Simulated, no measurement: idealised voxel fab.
The document below concerns the process module designated voxel trench capacitor.
Shown is cross-section cut, with a width of 165 nm and square cells of size 5 nm.
How to read a cross-section here: the picture is a grid of square cells, written as bands going from the top down, and any band can span one or more rows of cells.
First you get the band's top height and its bottom height, in nm, and then the materials it's made of, left to right, with each width in nm. If you see a single material with "edge to edge", that one covers the band edge to edge. "air" is empty space.
Beneath 0, the wafer as received is one material, and that level is where height counting begins. The lowest band goes on downward without a bottom; it is written like "0 down".
The notation "30..40" denotes a width that varies across the rows of cells in the band, beginning at the first number in the top row, finishing at the second number in the bottom row, and changing by an identical amount from each row to the next.
"no modifications", as given for a step, is the statement that not any cell of the cross-section underwent a change during that step.
"Closed void inventory" - sealed voids, min. 8 cells, no opening to top; format: width x height at distance (distance from left edge; nm throughout).
On a step's line, text after the settings is the simulator commenting on that step.
overlay nm: mask offset rightward from planned place, masked step; negative means leftward offset.

[Listed below are the process steps as planned]
1: RECEIVE, material Si
2: CONFORMAL_DEP, material SiN, thk nm 10
3: MASKED_ETCH, tone open, mask id TRENCH, width nm 30, pitch nm 50, etch materials SiN, depth nm 10, overlay nm 0
4: MASKED_ETCH, tone open, mask id TRENCH, width nm 30, pitch nm 50, etch materials Si, depth nm 25, overlay nm 0
5: CONFORMAL_DEP, material Al2O3, thk nm 5
6: CONFORMAL_DEP, material TiN, thk nm 5
7: FILL_DEP, material W, thk nm 10
8: CMP, height nm 10

[Step 1 complete: cross-section of the wafer as received]
	0 down: Si edge to edge
	Closed void inventory: none

[Cross-section, end of module. Start: as above. Plan: as above. Execution: one mistake]
	10 to 0: 15 nm SiN  10 nm TiN  10 nm W  10 nm TiN  20 nm SiN  10 nm TiN  10 nm W  10 nm TiN  20 nm SiN  10 nm TiN  10 nm W  10 nm TiN  20 nm SiN
	0 to -15: 15 nm Si  10 nm TiN  10 nm W  10 nm TiN  20 nm Si  10 nm TiN  10 nm W  10 nm TiN  20 nm Si  10 nm TiN  10 nm W  10 nm TiN  20 nm Si
	-15 to -25: 15 nm Si  30 nm TiN  20 nm Si  30 nm TiN  20 nm Si  30 nm TiN  20 nm Si
	-25 down: Si edge to edge
	Closed void inventory: none
The plan and the run diverged here: the process deviated at step 5: the operation and settings actually run there were CONFORMAL_DEP, material TiN, thk nm 5
